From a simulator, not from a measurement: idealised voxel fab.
Presented below is a process module, voxel wiring stack.
Section shown: cut. Width: 280 nm. Cell size: 5 nm, square.
This document writes a cross-section as a grid whose cells are square, and gives it as bands, listed from the top down; one or more rows of cells form a band. The entry gives the band's vertical extent as a top height and a bottom height in nm, then its horizontal make-up as materials from left to right, each with a width in nm. "blank" stands for empty space; a single material marked "all across" fills the band edge to edge. We count height from 0. Below that, the starting wafer is all one material. The lowest band never ends at the bottom but goes on down; see "0..down" for how that is written. Width spec "30 to 40" -> top row of cells at first value, bottom row at second value, equal per-row change in between. Where the words "all unchanged" appear for a step, the cross-section shows no cell changed by that step; every cell remained as before. This entry, "Closed void inventory", enumerates those empty regions of no fewer than 8 cells that possess no open connection to the top. Each region is reported in the form width x height at distance, the distance being taken from the left edge, with all three quantities expressed in nm. Step line, after settings: the simulator's comment on this step. Among the settings permitted on a step's line is "overlay nm"; applied to a step with a mask, it specifies the extent to which the mask lay to the right of its planned position, whereas a negative figure signifies a position to the left.

**plan**
step 1: RECEIVE (material Si)
step 2: CONFORMAL_DEP (material SiO2; thk nm 10)
step 3: DIRECTIONAL_DEP (material TiN; thk nm 5)
step 4: DIRECTIONAL_DEP (material W; thk nm 15)
step 5: MASKED_ETCH (tone cover; mask id METAL_1; width nm 20; pitch nm 40; etch materials W; depth nm 15; overlay nm 0)
step 6: MASKED_ETCH (tone cover; mask id METAL_1; width nm 20; pitch nm 40; etch materials TiN; depth nm 5; overlay nm 0)
step 7: CONFORMAL_DEP (material SiCN; thk nm 5)
step 8: FILL_DEP (material lowk; thk nm 5)
step 9: CMP (height nm 30)
step 10: CONFORMAL_DEP (material SiCN; thk nm 5)
step 11: DIRECTIONAL_DEP (material lowk; thk nm 25)
step 12: DIRECTIONAL_DEP (material aC; thk nm 10)
step 13: PATTERN (tone open; mask id METAL_2_HOLES; material resist; width nm 15; pitch nm 80; thk nm 30; overlay nm 0)
step 14: DIRECTIONAL_ETCH (etch materials aC; depth nm 10)
step 15: STRIP (etch materials resist)
step 16: DIRECTIONAL_ETCH (etch materials lowk; depth nm 25)
step 17: STRIP (etch materials aC)
step 18: PATTERN (tone open; mask id METAL_2; material resist; width nm 20; pitch nm 40; thk nm 15; overlay nm 0)
step 19: DIRECTIONAL_ETCH (etch materials lowk; depth nm 15)
step 20: DIRECTIONAL_ETCH (etch materials SiCN; depth nm 5)
step 21: STRIP (etch materials resist)
step 22: CONFORMAL_DEP (material TiN; thk nm 5)
step 23: FILL_DEP (material Ru; thk nm 10)
step 24: CMP (height nm 60)
step 25: CONFORMAL_DEP (material SiCN; thk nm 5)

**as received, after step 1**
> 0..down: Si all across
> Closed void inventory: none

**End-of-module XS, first of two wafers, run as planned**
> 65..60: SiCN all across
> 60..50: lowk 70 nm  TiN 5 nm  Ru 10 nm  TiN 5 nm  lowk 20 nm  TiN 5 nm  Ru 10 nm  TiN 5 nm  lowk 20 nm  TiN 5 nm  Ru 10 nm  TiN 5 nm  lowk 20 nm  TiN 5 nm  Ru 10 nm  TiN 5 nm  lowk 70 nm
> 50..45: lowk 70 nm  TiN 5 nm  Ru 5 nm  TiN 10 nm  lowk 20 nm  TiN 20 nm  lowk 20 nm  TiN 5 nm  Ru 5 nm  TiN 10 nm  lowk 20 nm  TiN 20 nm  lowk 70 nm
> 45..35: lowk 70 nm  TiN 5 nm  Ru 5 nm  TiN 5 nm  lowk 65 nm  TiN 5 nm  Ru 5 nm  TiN 5 nm  lowk 115 nm
> 35..30: SiCN 70 nm  TiN 15 nm  SiCN 65 nm  TiN 15 nm  SiCN 115 nm
> 30..15: lowk 65 nm  SiCN 5 nm  W 20 nm  SiCN 5 nm  lowk 10 nm  SiCN 5 nm  W 20 nm  SiCN 5 nm  lowk 10 nm  SiCN 5 nm  W 20 nm  SiCN 5 nm  lowk 10 nm  SiCN 5 nm  W 20 nm  SiCN 5 nm  lowk 65 nm
> 15..10: SiCN 70 nm  TiN 20 nm  SiCN 20 nm  TiN 20 nm  SiCN 20 nm  TiN 20 nm  SiCN 20 nm  TiN 20 nm  SiCN 70 nm
> 10..0: SiO2 all across
> 0..down: Si all across
> Closed void inventory: none

**Cross-section, wafer two of two, end of module: same start and plan as wafer one, one error in execution**
> 65..60: SiCN all across
> 60..50: lowk 70 nm  TiN 5 nm  aC 10 nm  TiN 5 nm  lowk 20 nm  TiN 5 nm  aC 10 nm  TiN 5 nm  lowk 20 nm  TiN 5 nm  aC 10 nm  TiN 5 nm  lowk 20 nm  TiN 5 nm  aC 10 nm  TiN 5 nm  lowk 70 nm
> 50..45: lowk 70 nm  TiN 5 nm  aC 5 nm  TiN 10 nm  lowk 20 nm  TiN 20 nm  lowk 20 nm  TiN 5 nm  aC 5 nm  TiN 10 nm  lowk 20 nm  TiN 20 nm  lowk 70 nm
> 45..35: lowk 70 nm  TiN 5 nm  aC 5 nm  TiN 5 nm  lowk 65 nm  TiN 5 nm  aC 5 nm  TiN 5 nm  lowk 115 nm
> 35..30: SiCN 70 nm  TiN 15 nm  SiCN 65 nm  TiN 15 nm  SiCN 115 nm
> 30..15: lowk 65 nm  SiCN 5 nm  W 20 nm  SiCN 5 nm  lowk 10 nm  SiCN 5 nm  W 20 nm  SiCN 5 nm  lowk 10 nm  SiCN 5 nm  W 20 nm  SiCN 5 nm  lowk 10 nm  SiCN 5 nm  W 20 nm  SiCN 5 nm  lowk 65 nm
> 15..10: SiCN 70 nm  TiN 20 nm  SiCN 20 nm  TiN 20 nm  SiCN 20 nm  TiN 20 nm  SiCN 20 nm  TiN 20 nm  SiCN 70 nm
> 10..0: SiO2 all across
> 0..down: Si all across
> Closed void inventory: none
Here's what went sideways: step 23 did not happen as planned, as run it was FILL_DEP (material aC; thk nm 10)
Heads up, by the end the second wafer has more or fewer cells of some materials compared to the first: Ru: 22 fewer | aC: 22 more
